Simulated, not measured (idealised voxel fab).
Module name: voxel released beams (process module)
cross-section cut | 290 nm wide | cells 5 nm
A cross-section is a grid of square cells, given in bands from the top down. A band is one or more rows of cells. Read a band's entry like this: the first values are the height of its top and the height of its bottom in nm, and what follows is the sequence of materials from left to right, each with its width in nm. Note that "empty" is empty space, and that a single material marked "all across" reaches across the band from edge to edge. Basically, 0 is our baseline, since under it the wafer straight out of the box is all one material. The bottom band has no lower end and keeps on going down, so it looks like "0 and below". You'd read "30..40" like this: the band's top row of cells is as wide as the first number, its bottom row is as wide as the second, and going down, every row changes width by the same amount as the row before did. "remained unchanged" -> step changed no cross-section cell. "Closed void list": sealed empty spaces, 8 cells or more, no open way to top, listed width x height at distance, with distance from the left edge and width, height and distance in nm. after a step's settings: what the simulator itself notes on the step. "overlay nm" answers the question of how far to the right of plan the mask lay on a step that has a mask, and when it is negative the answer is to the left.
# Steps planned for the process
- 1: RECEIVE with material Si
- 2: CONFORMAL_DEP with material SiN, thk nm 5
- 3: DIRECTIONAL_DEP with material SiO2, thk nm 10
- 4: MASKED_ETCH with tone open, mask id ANCHOR, width nm 30, etch materials SiO2, depth nm 10, overlay nm 0
- 5: CONFORMAL_DEP with material TiN, thk nm 10
- 6: MASKED_ETCH with tone cover, mask id BEAM, width nm 100, etch materials TiN, depth nm 10, overlay nm -15
- 7: STRIP with etch materials SiO2
Where the wafers of this document differ is in the overlay nm of step 6; they start out the same, and the plan states the value that applied to the first wafer.
# Sectional view: first of several wafers, as received, after step 1
* 0 and below | Si all across
* Closed void list: none
# So in this table every wafer gets its own row, and what you see is where it stands at the end of the module: for each material, how many cells it picked up (+) or gave up (-) since we received it, and after that its closed voids
overlay nm -15, +58 SiN, +48 TiN, Closed void list: none
overlay nm -10, +58 SiN, +48 TiN, Closed void list: none
overlay nm -5, +58 SiN, +48 TiN, Closed void list: none
overlay nm 0, +58 SiN, +48 TiN, Closed void list: none
overlay nm 5, +58 SiN, +48 TiN, Closed void list: none
overlay nm 10, +58 SiN, +48 TiN, Closed void list: none
overlay nm 15, +58 SiN, +48 TiN, Closed void list: none
